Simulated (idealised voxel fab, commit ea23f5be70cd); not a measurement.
The following process module bears the name voxel spacer lines.
Cross-section cut spans 235 nm and uses square cells 5 nm in size.
Notation: cross-section as square-cell grid; stated in bands, top first, going down; one or more cell rows per band.
A band entry consists of two parts. The first gives the height of the band's top and the height of its bottom, in nm. The rest lists the band's materials from left to right, each with its width in nm. A single material labelled with the word "everywhere" fills the band from edge to edge, and the word "blank" marks empty space.
Height reference: 0 = level under which incoming wafer is all one material. Lowest band: no bottom, runs on downward, e.g. "z 0 and below".
Width "30->40": first value at the band's top row of cells, second value at its bottom row, equal change from row to row.
Any step labelled "no change" changed none of the cells in the cross-section.
This entry, "Enclosed void listing", enumerates those empty regions of no fewer than 8 cells that possess no open connection to the top. Each region is reported in the form width x height at distance, the distance being taken from the left edge, with all three quantities expressed in nm.
Past the settings on a step's line: simulator remark, on that step.
What "overlay nm" on a step's line means: if the step has a mask, that mask lay this far to the right of its planned place, or, when the value is negative, to the left.

PROCESS STEPS FORESEEN IN THE PLAN
1,RECEIVE: material Si
2,CONFORMAL_DEP: material Al2O3, thk nm 5
3,DIRECTIONAL_DEP: material polySi, thk nm 10
4,DIRECTIONAL_DEP: material aC, thk nm 30
5,PATTERN: tone cover, mask id MANDREL, material resist, width nm 15, pitch nm 50, thk nm 35, overlay nm 0
6,DIRECTIONAL_ETCH: etch materials aC, depth nm 30
7,STRIP: etch materials resist
8,CONFORMAL_DEP: material SiO2, thk nm 10
9,DIRECTIONAL_ETCH: etch materials SiO2, depth nm 10
10,STRIP: etch materials aC
11,DIRECTIONAL_ETCH: etch materials polySi, depth nm 10
12,STRIP: etch materials SiO2

WAFER AT RECEIPT (POST STEP 1), CROSS-SECTION
> z 0 and below | Si everywhere
> Enclosed void listing: none

SECTIONED VIEW, FIRST OF TWO WAFERS, AT THE CLOSE OF THE MODULE, PROCESSED AS INTENDED IN THE PLAN
> z 15 to 5 | blank 75, then polySi 10, then blank 15, then polySi 10, then blank 15, then polySi 10, then blank 15, then polySi 10, then blank 75
> z 5 to 0 | Al2O3 everywhere
> z 0 and below | Si everywhere
> Enclosed void listing: none

CROSS-SECTIONAL VIEW: SECOND OF TWO WAFERS, END OF MODULE; START AND PLAN IDENTICAL TO THE FIRST, ONE MISTAKE IN RUNNING
> z 15 to 5 | blank 70, then polySi 10, then blank 25, then polySi 10, then blank 5, then polySi 10, then blank 25, then polySi 10, then blank 70
> z 5 to 0 | Al2O3 everywhere
> z 0 and below | Si everywhere
> Enclosed void listing: none
Which mistake was made when the wafer was run? the process deviated at step 5: the operation and settings actually run there were PATTERN: tone cover, mask id MANDREL, material resist, width nm 25, pitch nm 50, thk nm 35, overlay nm 0
At the end, each material covers as many cells on the second wafer as it does on the first, though the cells it covers are elsewhere.
